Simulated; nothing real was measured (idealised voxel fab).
process module | voxel fin reveal
cross-section cut | 180 nm wide | cells 5 nm
A cross-section is a grid of square cells, given in bands from the top down. A band is one or more rows of cells.
Each band's line starts with the height of the band's top and of its bottom, in nm. Then come its materials from left to right, each with its width in nm. One material with "throughout" fills the band from edge to edge. "air" is empty space.
Height 0 is the level under which the wafer as received is all one material. The lowest band goes on downwards, as in "0 down".
A width such as "30 to 40" changes by the same amount from each row of cells to the next, from the band's top row to its bottom row.
"no change" after a step means that no cell of the cross-section changed.
closed voids: empty space of 8 cells or more with no open way to the top, each as width x height at its distance from the left edge, in nm
after a step's settings: what the simulator itself notes on the step
overlay nm, on a step with a mask: how far to the right of its planned place the mask lay; to the left if negative
plan
1 op RECEIVE | material Si
2 op CONFORMAL_DEP | material SiN | thk nm 10
3 op MASKED_ETCH | tone cover | mask id FINS | width nm 15 | pitch nm 40 | etch materials SiN | depth nm 10 | overlay nm 0
4 op MASKED_ETCH | tone cover | mask id FINS | width nm 15 | pitch nm 40 | etch materials Si | depth nm 35 | overlay nm 0
5 op OXIDIZE | depth nm 5
6 op FILL_DEP | material SiO2 | thk nm 5
7 op CMP | height nm 10
8 op SELECTIVE_ETCH | etch materials SiO2 | depth nm 15
9 op STRIP | etch materials SiN
10 op CONFORMAL_DEP | material HfO2 | thk nm 5
varied across the wafers: depth nm of step 8. The plan shows the first wafer's value. All wafers start alike
first wafer as received, after step 1
  0 down: Si throughout
  closed voids: none
first wafer at the end, after step 10
  5 to 0: air 60 | HfO2 15 | air 25 | HfO2 15 | air 65
  0 to -5: HfO2 65 | Si 5 | HfO2 35 | Si 5 | HfO2 70
  -5 to -40: SiO2 65 | Si 5 | SiO2 35 | Si 5 | SiO2 70
  -40 down: Si throughout
  closed voids: none
last wafer at the end
  5 to 0: air 60 | HfO2 15 | air 25 | HfO2 15 | air 65
  0 to -25: air 60 | HfO2 5 | Si 5 | HfO2 5 | air 25 | HfO2 5 | Si 5 | HfO2 5 | air 65
  -25 to -30: HfO2 65 | Si 5 | HfO2 35 | Si 5 | HfO2 70
  -30 to -40: SiO2 65 | Si 5 | SiO2 35 | Si 5 | SiO2 70
  -40 down: Si throughout
  closed voids: none
each wafer at the end: cells of each material gained (+) or lost (-) since it was received, then its closed voids
depth nm 15 | +40 HfO2 | -272 Si | +238 SiO2 | closed voids: none
depth nm 20 | +44 HfO2 | -272 Si | +204 SiO2 | closed voids: none
depth nm 25 | +48 HfO2 | -272 Si | +170 SiO2 | closed voids: none
depth nm 30 | +52 HfO2 | -272 Si | +136 SiO2 | closed voids: none
depth nm 35 | +56 HfO2 | -272 Si | +102 SiO2 | closed voids: none
depth nm 40 | +60 HfO2 | -272 Si | +68 SiO2 | closed voids: none
